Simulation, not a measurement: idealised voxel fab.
Herein follows the process module entitled voxel released beams.
The figure presents cross-section cut, which has a width of 180 nm and is divided into square cells with an edge length of 5 nm.
The cross-sections in this document take the form of a grid made of square cells. They are written out as bands, in order from top to bottom. Each band consists of one or more rows of cells.
The band entry comprises the height of the band's top followed by the height of its bottom, expressed in nm, and subsequently the band's materials from left to right, each stated together with its width in nm. Where a single material is marked with the word "edge to edge", that material fills the band from edge to edge. The word "air" represents empty space.
Height reference: 0 = level under which incoming wafer is all one material. Lowest band: no bottom, runs on downward, e.g. "0 -> down".
Quick explanation for "30 to 40": the width changes in equal steps down the rows of cells, from the first number in the band's top row to the second number in its bottom row.
A step reported as "everything unchanged" is a step in which no cell of the cross-section changed.
In "Completely sealed voids" the enclosed voids are listed, meaning empty spaces of 8 cells or larger without any opening to the top. The form is width x height at distance, distance from the left edge, units nm.
Step line, after settings: the simulator's comment on this step.
overlay nm: step with mask; distance mask lay right of planned place; negative value = left of planned place.
Here's what the planned process steps look like
| 1 | RECEIVE,material Si |
| 2 | CONFORMAL_DEP,material Al2O3,thk nm 5 |
| 3 | DIRECTIONAL_DEP,material SiO2,thk nm 20 |
| 4 | PATTERN,tone open,mask id ANCHOR,material resist,width nm 40,thk nm 20,overlay nm 0 |
| 5 | DIRECTIONAL_ETCH,etch materials SiO2,depth nm 20 |
| 6 | STRIP,etch materials resist |
| 7 | CONFORMAL_DEP,material polySi,thk nm 15 |
| 8 | DIRECTIONAL_DEP,material aC,thk nm 10 |
| 9 | PATTERN,tone cover,mask id BEAM,material resist,width nm 120,thk nm 25,overlay nm 0 |
| 10 | DIRECTIONAL_ETCH,etch materials aC,depth nm 10 |
| 11 | STRIP,etch materials resist |
| 12 | DIRECTIONAL_ETCH,etch materials polySi,depth nm 15 |
| 13 | STRIP,etch materials aC |
| 14 | STRIP,etch materials SiO2 |
On the first of the two wafers: run conducted according to plan
Shown in cross-section is the wafer as received, that is, as it stands after step 1
0 -> down  Si edge to edge
Completely sealed voids: none
The wafer, seen in cross-section, after step 2
5 -> 0  Al2O3 edge to edge
Everything under 0 stays put, no change at all.
The wafer, seen in cross-section, after step 3
25 -> 5  SiO2 edge to edge
Everything under 5 stays put, no change at all.
The wafer, seen in cross-section, after step 4
45 -> 25  30 of resist, then 40 of air, then 110 of resist
Everything under 25 stays put, no change at all.
The wafer, seen in cross-section, after step 5
45 -> 25  30 of resist, then 40 of air, then 110 of resist
25 -> 5  30 of SiO2, then 40 of air, then 110 of SiO2
Everything under 5 stays put, no change at all.
The wafer, seen in cross-section, after step 6
25 -> 5  30 of SiO2, then 40 of air, then 110 of SiO2
Everything under 5 stays put, no change at all.
The wafer, seen in cross-section, after step 7
40 -> 25  45 of polySi, then 10 of air, then 125 of polySi
25 -> 20  30 of SiO2, then 15 of polySi, then 10 of air, then 15 of polySi, then 110 of SiO2
20 -> 5  30 of SiO2, then 40 of polySi, then 110 of SiO2
Everything under 5 stays put, no change at all.
The wafer, seen in cross-section, after step 8
50 -> 40  45 of aC, then 10 of air, then 125 of aC
40 -> 30  45 of polySi, then 10 of air, then 125 of polySi
30 -> 25  45 of polySi, then 10 of aC, then 125 of polySi
25 -> 20  30 of SiO2, then 15 of polySi, then 10 of aC, then 15 of polySi, then 110 of SiO2
Everything under 20 stays put, no change at all.
The wafer, seen in cross-section, after step 9
75 -> 50  25 of air, then 120 of resist, then 35 of air
50 -> 40  45 of aC, then 10 of resist, then 125 of aC
40 -> 30  45 of polySi, then 10 of resist, then 125 of polySi
Everything under 30 stays put, no change at all.
The wafer, seen in cross-section, after step 10
65 -> 50  25 of air, then 120 of resist, then 35 of air
50 -> 40  25 of air, then 20 of aC, then 10 of resist, then 90 of aC, then 35 of air
Everything under 40 stays put, no change at all.
The wafer, seen in cross-section, after step 11
50 -> 40  25 of air, then 20 of aC, then 10 of air, then 90 of aC, then 35 of air
40 -> 30  45 of polySi, then 10 of air, then 125 of polySi
Everything under 30 stays put, no change at all.
The wafer, seen in cross-section, after step 12
50 -> 40  25 of air, then 20 of aC, then 10 of air, then 90 of aC, then 35 of air
40 -> 30  25 of air, then 20 of polySi, then 10 of air, then 90 of polySi, then 35 of air
30 -> 25  25 of air, then 20 of polySi, then 10 of aC, then 90 of polySi, then 35 of air
Everything under 25 stays put, no change at all.
The wafer, seen in cross-section, after step 13
40 -> 25  25 of air, then 20 of polySi, then 10 of air, then 90 of polySi, then 35 of air
25 -> 20  30 of SiO2, then 15 of polySi, then 10 of air, then 15 of polySi, then 110 of SiO2
Everything under 20 stays put, no change at all.
The wafer, seen in cross-section, after step 14
40 -> 25  25 of air, then 20 of polySi, then 10 of air, then 90 of polySi, then 35 of air
25 -> 20  30 of air, then 15 of polySi, then 10 of air, then 15 of polySi, then 110 of air
20 -> 5  30 of air, then 40 of polySi, then 110 of air
Everything under 5 stays put, no change at all.
The second wafer began exactly as the first did and followed the same plan, but one mistake was made while running it; through step 7 inclusive, the two wafers are identical
Cross-section of the second wafer corresponding to the planned conclusion of step 8
50 -> 30  45 of polySi, then 10 of air, then 125 of polySi
30 -> 25  polySi edge to edge
25 -> 5  30 of SiO2, then 40 of polySi, then 110 of SiO2
Everything under 5 stays put, no change at all.
Cross-section of the second wafer corresponding to the planned conclusion of step 9
75 -> 50  25 of air, then 120 of resist, then 35 of air
50 -> 30  45 of polySi, then 10 of resist, then 125 of polySi
Everything under 30 stays put, no change at all.
Cross-section of the second wafer corresponding to the planned conclusion of step 10
65 -> 50  25 of air, then 120 of resist, then 35 of air
Everything under 50 stays put, no change at all.
Cross-section of the second wafer corresponding to the planned conclusion of step 11
50 -> 30  45 of polySi, then 10 of air, then 125 of polySi
Everything under 30 stays put, no change at all.
Cross-section of the second wafer corresponding to the planned conclusion of step 12
35 -> 25  45 of polySi, then 10 of air, then 125 of polySi
25 -> 15  30 of SiO2, then 15 of polySi, then 10 of air, then 15 of polySi, then 110 of SiO2
Everything under 15 stays put, no change at all.
Cross-section of the second wafer corresponding to the planned conclusion of step 13: everything unchanged
Cross-section of the second wafer corresponding to the planned conclusion of step 14: everything unchanged
What broke from the plan during processing? step 8 was run on a setting that differed from the plan, and what really ran there is DIRECTIONAL_DEP,material polySi,thk nm 10
End of process, cell counts, second wafer against first, materials with more or fewer: 112 more of SiO2
